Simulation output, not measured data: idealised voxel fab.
Process module heading - voxel air gaps
cross-section cut | 290 nm wide | cells 5 nm
We lay out every cross-section as a grid of square cells and spell it out in bands from the top down, where one band means one or more rows of cells.
Band: top and bottom heights (nm) first, top before bottom; then materials from left to right, widths in nm. "full width" marks a sole material filling the band edge to edge. "air" denotes empty space.
Zero point of the height axis is 0; under it, received wafer = one material. Lowest band: continues down indefinitely, "from 0 down".
A width given as "30..40" starts at the first number in the band's top row and ends at the second number in its bottom row, shifting by an equal amount at every step from row to row.
It should be understood that the words "left unchanged", when stated for a given step, signify that the cross-section underwent no change in any of its cells during that step.
Basically, "Closed void table" tells you about the enclosed voids: empty spaces with no open way to the top, 8 cells or bigger, each written width x height at distance, where distance is from the left edge, all in nm.
Anything after a step's settings on that line? It's the simulator's own note about the step.
For masked steps, "overlay nm" on the step line gives how far right of plan the mask actually lay; a minus sign means it lay to the left.
Planned step list for the process:
| 1 | RECEIVE | material Si |
| 2 | CONFORMAL_DEP | material SiO2 | thk nm 15 |
| 3 | CONFORMAL_DEP | material SiN | thk nm 5 |
| 4 | DIRECTIONAL_DEP | material SiO2 | thk nm 30 |
| 5 | DIRECTIONAL_DEP | material aC | thk nm 10 |
| 6 | PATTERN | tone open | mask id LINES | material resist | width nm 15 | pitch nm 45 | thk nm 30 | overlay nm 0 |
| 7 | DIRECTIONAL_ETCH | etch materials aC | depth nm 10 |
| 8 | STRIP | etch materials resist |
| 9 | DIRECTIONAL_ETCH | etch materials SiO2 | depth nm 30 |
| 10 | STRIP | etch materials aC |
| 11 | CONFORMAL_DEP | material TiN | thk nm 5 |
| 12 | FILL_DEP | material Ru | thk nm 10 |
| 13 | CMP | height nm 50 |
| 14 | EPI | material Ru | thk nm 10 |
| 15 | SELECTIVE_ETCH | etch materials SiO2 | depth nm 40 |
| 16 | CONFORMAL_DEP | material SiN | thk nm 5 |
Wafer at receipt (post step 1), cross-section:
> from 0 down | Si full width
> Closed void table: none
Run as planned - first of the two wafers cross-sectioned at the end of the module:
> from 65 to 60 | air 55 nm; SiN 180 nm; air 55 nm
> from 60 to 50 | air 55 nm; SiN 5 nm; Ru 35 nm; SiN 10 nm; Ru 35 nm; SiN 10 nm; Ru 35 nm; SiN 10 nm; Ru 35 nm; SiN 5 nm; air 55 nm
> from 50 to 45 | air 55 nm; SiN 15 nm; TiN 5 nm; Ru 5 nm; TiN 5 nm; SiN 30 nm; TiN 5 nm; Ru 5 nm; TiN 5 nm; SiN 30 nm; TiN 5 nm; Ru 5 nm; TiN 5 nm; SiN 30 nm; TiN 5 nm; Ru 5 nm; TiN 5 nm; SiN 15 nm; air 55 nm
> from 45 to 25 | air 65 nm; SiN 5 nm; TiN 5 nm; Ru 5 nm; TiN 5 nm; SiN 5 nm; air 20 nm; SiN 5 nm; TiN 5 nm; Ru 5 nm; TiN 5 nm; SiN 5 nm; air 20 nm; SiN 5 nm; TiN 5 nm; Ru 5 nm; TiN 5 nm; SiN 5 nm; air 20 nm; SiN 5 nm; TiN 5 nm; Ru 5 nm; TiN 5 nm; SiN 5 nm; air 65 nm
> from 25 to 20 | SiN 70 nm; TiN 15 nm; SiN 30 nm; TiN 15 nm; SiN 30 nm; TiN 15 nm; SiN 30 nm; TiN 15 nm; SiN 70 nm
> from 20 to 15 | SiN full width
> from 15 to 0 | SiO2 full width
> from 0 down | Si full width
> Closed void table: 20 x 20 at 90; 20 x 20 at 135; 20 x 20 at 180
Cross-section of the latter of the two wafers at module completion. It had an identical start and an identical plan to the former; in running it, one mistake was made:
> from 65 to 60 | air 55 nm; SiN 180 nm; air 55 nm
> from 60 to 50 | air 55 nm; SiN 5 nm; Ru 35 nm; SiN 10 nm; Ru 35 nm; SiN 10 nm; Ru 35 nm; SiN 10 nm; Ru 35 nm; SiN 5 nm; air 55 nm
> from 50 to 45 | air 55 nm; SiN 15 nm; TiN 5 nm; Ru 5 nm; TiN 5 nm; SiN 30 nm; TiN 5 nm; Ru 5 nm; TiN 5 nm; SiN 30 nm; TiN 5 nm; Ru 5 nm; TiN 5 nm; SiN 30 nm; TiN 5 nm; Ru 5 nm; TiN 5 nm; SiN 15 nm; air 55 nm
> from 45 to 40 | air 65 nm; SiN 5 nm; TiN 5 nm; Ru 5 nm; TiN 5 nm; SiN 5 nm; air 20 nm; SiN 5 nm; TiN 5 nm; Ru 5 nm; TiN 5 nm; SiN 5 nm; air 20 nm; SiN 5 nm; TiN 5 nm; Ru 5 nm; TiN 5 nm; SiN 5 nm; air 20 nm; SiN 5 nm; TiN 5 nm; Ru 5 nm; TiN 5 nm; SiN 5 nm; air 65 nm
> from 40 to 35 | SiN 70 nm; TiN 15 nm; SiN 30 nm; TiN 15 nm; SiN 30 nm; TiN 15 nm; SiN 30 nm; TiN 15 nm; SiN 70 nm
> from 35 to 30 | SiN full width
> from 30 to 0 | SiO2 full width
> from 0 down | Si full width
> Closed void table: none
Diagnosis: step 2 of the plan was carried out twice
Counted in cells at the end, the second wafer holds more or fewer of these materials than the first: -12 Ru | -24 SiN | +174 SiO2 | -24 TiN
Ultimately, the number of closed voids is 3 in the first wafer and 0 in the second wafer.
